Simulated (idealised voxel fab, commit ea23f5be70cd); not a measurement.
The following process module bears the name voxel gate over fins.
Shown is cross-section cut, with a width of 155 nm and square cells of size 5 nm.
Cross-section spec: square-cell grid; bands listed top down; each band is one or more rows. Within each band entry, the heights of the top and of the bottom of the band appear first, in that order and in nm; the materials of the band then follow from left to right, each with its corresponding width in nm. The designation "throughout" on a single material indicates that it fills the band from edge to edge; the designation "blank" indicates empty space. It should be noted that heights are counted from 0, beneath which the wafer as supplied is of one material throughout, and that the lowest band possesses no lower boundary but continues downward, as written in "z 0 and below". Per-row width for "30 to 40": begins at first number (top row of band), ends at second number (bottom row), increment between rows held constant. "changes: none" -> step changed no cross-section cell. Reported under the label "Enclosed empty spaces" are the empty spaces having no open way to the top and comprising 8 cells or more; the notation for each is width x height at distance, in which the distance is measured from the left edge and all three values are in nm. Anything after a step's settings on that line? It's the simulator's own note about the step. "overlay nm" denotes, for a step that has a mask, the displacement of the mask to the right of its planned place, with negative values corresponding to the left.

-- Process steps - plan
- 1: RECEIVE (material Si)
- 2: CONFORMAL_DEP (material SiN; thk nm 10)
- 3: MASKED_ETCH (tone cover; mask id FINS; width nm 15; pitch nm 55; etch materials SiN; depth nm 10; overlay nm 0)
- 4: MASKED_ETCH (tone cover; mask id FINS; width nm 15; pitch nm 55; etch materials Si; depth nm 35; overlay nm 0)
- 5: FILL_DEP (material SiO2; thk nm 15)
- 6: CMP (height nm 10)
- 7: DIRECTIONAL_DEP (material aC; thk nm 10)
- 8: PATTERN (tone open; mask id RAIL; material resist; width nm 15; thk nm 25; overlay nm 0)
- 9: DIRECTIONAL_ETCH (etch materials aC; depth nm 10)
- 10: STRIP (etch materials resist)
- 11: DIRECTIONAL_ETCH (etch materials SiO2; depth nm 40)
- 12: STRIP (etch materials aC)
- 13: CONFORMAL_DEP (material TiN; thk nm 5)
- 14: FILL_DEP (material Ru; thk nm 10)
- 15: CMP (height nm 10)
- 16: SELECTIVE_ETCH (etch materials W Ru TiN; depth nm 30)
- 17: FILL_DEP (material SiO2; thk nm 5)
- 18: CMP (height nm 10)
- 19: SELECTIVE_ETCH (etch materials SiO2; depth nm 25)
- 20: STRIP (etch materials SiN)
- 21: CONFORMAL_DEP (material HfO2; thk nm 5)
- 22: CONFORMAL_DEP (material TiN; thk nm 5)
- 23: CONFORMAL_DEP (material TiAl; thk nm 5)
- 24: CONFORMAL_DEP (material TiN; thk nm 5)
- 25: FILL_DEP (material W; thk nm 10)
- 26: CMP (height nm 25)
- 27: CONFORMAL_DEP (material SiCN; thk nm 10)

-- First of two wafers, processed according to plan

-- Wafer cross-section on receipt, i.e. after step 1
* z 0 and below: Si throughout
* Enclosed empty spaces: none

-- Take a look at the wafer's cross-section after step 2
* z 10 to 0: SiN throughout
* Heights below 0 show no change.

-- Take a look at the wafer's cross-section after step 3
* z 10 to 0: blank (15), SiN (15), blank (40), SiN (15), blank (40), SiN (15), blank (15)
* Heights below 0 show no change.

-- Take a look at the wafer's cross-section after step 4
* z 10 to 0: blank (15), SiN (15), blank (40), SiN (15), blank (40), SiN (15), blank (15)
* z 0 to -35: blank (15), Si (15), blank (40), Si (15), blank (40), Si (15), blank (15)
* Heights below -35 show no change.

-- Take a look at the wafer's cross-section after step 5
* z 25 to 10: SiO2 throughout
* z 10 to 0: SiO2 (15), SiN (15), SiO2 (40), SiN (15), SiO2 (40), SiN (15), SiO2 (15)
* z 0 to -35: SiO2 (15), Si (15), SiO2 (40), Si (15), SiO2 (40), Si (15), SiO2 (15)
* Heights below -35 show no change.

-- Take a look at the wafer's cross-section after step 6
* z 10 to 0: SiO2 (15), SiN (15), SiO2 (40), SiN (15), SiO2 (40), SiN (15), SiO2 (15)
* Heights below 0 show no change.

-- Take a look at the wafer's cross-section after step 7
* z 20 to 10: aC throughout
* Heights below 10 show no change.

-- Take a look at the wafer's cross-section after step 8
* z 45 to 20: resist (40), blank (15), resist (100)
* Heights below 20 show no change.

-- Take a look at the wafer's cross-section after step 9
* z 35 to 20: resist (40), blank (15), resist (100)
* z 20 to 10: aC (40), blank (15), aC (100)
* Heights below 10 show no change.

-- Take a look at the wafer's cross-section after step 10
* z 20 to 10: aC (40), blank (15), aC (100)
* Heights below 10 show no change.

-- Take a look at the wafer's cross-section after step 11
* z 20 to 10: aC (40), blank (15), aC (100)
* z 10 to 0: SiO2 (15), SiN (15), SiO2 (10), blank (15), SiO2 (15), SiN (15), SiO2 (40), SiN (15), SiO2 (15)
* z 0 to -30: SiO2 (15), Si (15), SiO2 (10), blank (15), SiO2 (15), Si (15), SiO2 (40), Si (15), SiO2 (15)
* Heights below -30 show no change.

-- Take a look at the wafer's cross-section after step 12
* z 10 to 0: SiO2 (15), SiN (15), SiO2 (10), blank (15), SiO2 (15), SiN (15), SiO2 (40), SiN (15), SiO2 (15)
* Heights below 0 show no change.

-- Take a look at the wafer's cross-section after step 13
* z 15 to 10: TiN (45), blank (5), TiN (105)
* z 10 to 0: SiO2 (15), SiN (15), SiO2 (10), TiN (5), blank (5), TiN (5), SiO2 (15), SiN (15), SiO2 (40), SiN (15), SiO2 (15)
* z 0 to -25: SiO2 (15), Si (15), SiO2 (10), TiN (5), blank (5), TiN (5), SiO2 (15), Si (15), SiO2 (40), Si (15), SiO2 (15)
* z -25 to -30: SiO2 (15), Si (15), SiO2 (10), TiN (15), SiO2 (15), Si (15), SiO2 (40), Si (15), SiO2 (15)
* Heights below -30 show no change.

-- Take a look at the wafer's cross-section after step 14
* z 25 to 15: Ru throughout
* z 15 to 10: TiN (45), Ru (5), TiN (105)
* z 10 to 0: SiO2 (15), SiN (15), SiO2 (10), TiN (5), Ru (5), TiN (5), SiO2 (15), SiN (15), SiO2 (40), SiN (15), SiO2 (15)
* z 0 to -25: SiO2 (15), Si (15), SiO2 (10), TiN (5), Ru (5), TiN (5), SiO2 (15), Si (15), SiO2 (40), Si (15), SiO2 (15)
* Heights below -25 show no change.

-- Take a look at the wafer's cross-section after step 15
* z 10 to 0: SiO2 (15), SiN (15), SiO2 (10), TiN (5), Ru (5), TiN (5), SiO2 (15), SiN (15), SiO2 (40), SiN (15), SiO2 (15)
* Heights below 0 show no change.

-- Take a look at the wafer's cross-section after step 16
* z 10 to 0: SiO2 (15), SiN (15), SiO2 (10), blank (15), SiO2 (15), SiN (15), SiO2 (40), SiN (15), SiO2 (15)
* z 0 to -20: SiO2 (15), Si (15), SiO2 (10), blank (15), SiO2 (15), Si (15), SiO2 (40), Si (15), SiO2 (15)
* Heights below -20 show no change.

-- Take a look at the wafer's cross-section after step 17
* z 15 to 10: SiO2 throughout
* z 10 to 0: SiO2 (15), SiN (15), SiO2 (40), SiN (15), SiO2 (40), SiN (15), SiO2 (15)
* z 0 to -20: SiO2 (15), Si (15), SiO2 (40), Si (15), SiO2 (40), Si (15), SiO2 (15)
* Heights below -20 show no change.

-- Take a look at the wafer's cross-section after step 18
* z 10 to 0: SiO2 (15), SiN (15), SiO2 (40), SiN (15), SiO2 (40), SiN (15), SiO2 (15)
* Heights below 0 show no change.

-- Take a look at the wafer's cross-section after step 19
* z 10 to 0: blank (15), SiN (15), blank (40), SiN (15), blank (40), SiN (15), blank (15)
* z 0 to -15: blank (15), Si (15), blank (40), Si (15), blank (40), Si (15), blank (15)
* Heights below -15 show no change.

-- Take a look at the wafer's cross-section after step 20
* z 0 to -15: blank (15), Si (15), blank (40), Si (15), blank (40), Si (15), blank (15)
* Heights below -15 show no change.

-- Take a look at the wafer's cross-section after step 21
* z 5 to 0: blank (10), HfO2 (25), blank (30), HfO2 (25), blank (30), HfO2 (25), blank (10)
* z 0 to -10: blank (10), HfO2 (5), Si (15), HfO2 (5), blank (30), HfO2 (5), Si (15), HfO2 (5), blank (30), HfO2 (5), Si (15), HfO2 (5), blank (10)
* z -10 to -15: HfO2 (15), Si (15), HfO2 (40), Si (15), HfO2 (40), Si (15), HfO2 (15)
* Heights below -15 show no change.

-- Take a look at the wafer's cross-section after step 22
* z 10 to 5: blank (5), TiN (35), blank (20), TiN (35), blank (20), TiN (35), blank (5)
* z 5 to 0: blank (5), TiN (5), HfO2 (25), TiN (5), blank (20), TiN (5), HfO2 (25), TiN (5), blank (20), TiN (5), HfO2 (25), TiN (5), blank (5)
* z 0 to -5: blank (5), TiN (5), HfO2 (5), Si (15), HfO2 (5), TiN (5), blank (20), TiN (5), HfO2 (5), Si (15), HfO2 (5), TiN (5), blank (20), TiN (5), HfO2 (5), Si (15), HfO2 (5), TiN (5), blank (5)
* z -5 to -10: TiN (10), HfO2 (5), Si (15), HfO2 (5), TiN (30), HfO2 (5), Si (15), HfO2 (5), TiN (30), HfO2 (5), Si (15), HfO2 (5), TiN (10)
* Heights below -10 show no change.

-- Take a look at the wafer's cross-section after step 23
* z 15 to 10: TiAl (45), blank (10), TiAl (45), blank (10), TiAl (45)
* z 10 to 5: TiAl (5), TiN (35), TiAl (5), blank (10), TiAl (5), TiN (35), TiAl (5), blank (10), TiAl (5), TiN (35), TiAl (5)
* z 5 to 0: TiAl (5), TiN (5), HfO2 (25), TiN (5), TiAl (5), blank (10), TiAl (5), TiN (5), HfO2 (25), TiN (5), TiAl (5), blank (10), TiAl (5), TiN (5), HfO2 (25), TiN (5), TiAl (5)
* z 0 to -5: TiAl (5), TiN (5), HfO2 (5), Si (15), HfO2 (5), TiN (5), TiAl (20), TiN (5), HfO2 (5), Si (15), HfO2 (5), TiN (5), TiAl (20), TiN (5), HfO2 (5), Si (15), HfO2 (5), TiN (5), TiAl (5)
* Heights below -5 show no change.

-- Take a look at the wafer's cross-section after step 24
* z 20 to 15: TiN throughout
* z 15 to 10: TiAl (45), TiN (10), TiAl (45), TiN (10), TiAl (45)
* z 10 to 5: TiAl (5), TiN (35), TiAl (5), TiN (10), TiAl (5), TiN (35), TiAl (5), TiN (10), TiAl (5), TiN (35), TiAl (5)
* z 5 to 0: TiAl (5), TiN (5), HfO2 (25), TiN (5), TiAl (5), TiN (10), TiAl (5), TiN (5), HfO2 (25), TiN (5), TiAl (5), TiN (10), TiAl (5), TiN (5), HfO2 (25), TiN (5), TiAl (5)
* Heights below 0 show no change.

-- Take a look at the wafer's cross-section after step 25
* z 30 to 20: W throughout
* Heights below 20 show no change.

-- Take a look at the wafer's cross-section after step 26
* z 25 to 20: W throughout
* Heights below 20 show no change.

-- Take a look at the wafer's cross-section after step 27
* z 35 to 25: SiCN throughout
* Heights below 25 show no change.

-- Notes, second wafer: start = first wafer's, plan = first wafer's, execution had one mistake; history identical to first through step 20

-- Second wafer shown in cross-section at the time step 21 was slated to end
* z 15 to 0: HfO2 (45), blank (10), HfO2 (45), blank (10), HfO2 (45)
* z 0 to -15: HfO2 (15), Si (15), HfO2 (40), Si (15), HfO2 (40), Si (15), HfO2 (15)
* Heights below -15 show no change.

-- Second wafer shown in cross-section at the time step 22 was slated to end
* z 20 to 15: TiN throughout
* z 15 to 0: HfO2 (45), TiN (10), HfO2 (45), TiN (10), HfO2 (45)
* Heights below 0 show no change.

-- Second wafer shown in cross-section at the time step 23 was slated to end
* z 25 to 20: TiAl throughout
* Heights below 20 show no change.

-- Second wafer shown in cross-section at the time step 24 was slated to end
* z 30 to 25: TiN throughout
* Heights below 25 show no change.

-- Second wafer shown in cross-section at the time step 25 was slated to end
* z 40 to 30: W throughout
* Heights below 30 show no change.

-- Second wafer shown in cross-section at the time step 26 was slated to end
* z 25 to 20: TiAl throughout
* Heights below 20 show no change.

-- Second wafer shown in cross-section at the time step 27 was slated to end
* z 35 to 25: SiCN throughout
* Heights below 25 show no change.
In executing the process, a mistake was made relative to the plan: it should be noted that step 21 was executed with settings other than those planned, the operation and settings actually applied being CONFORMAL_DEP (material HfO2; thk nm 15)
At the finish, the second wafer shows more or fewer cells for some materials than the first does: HfO2 +98, TiAl -18, TiN -49, W -31
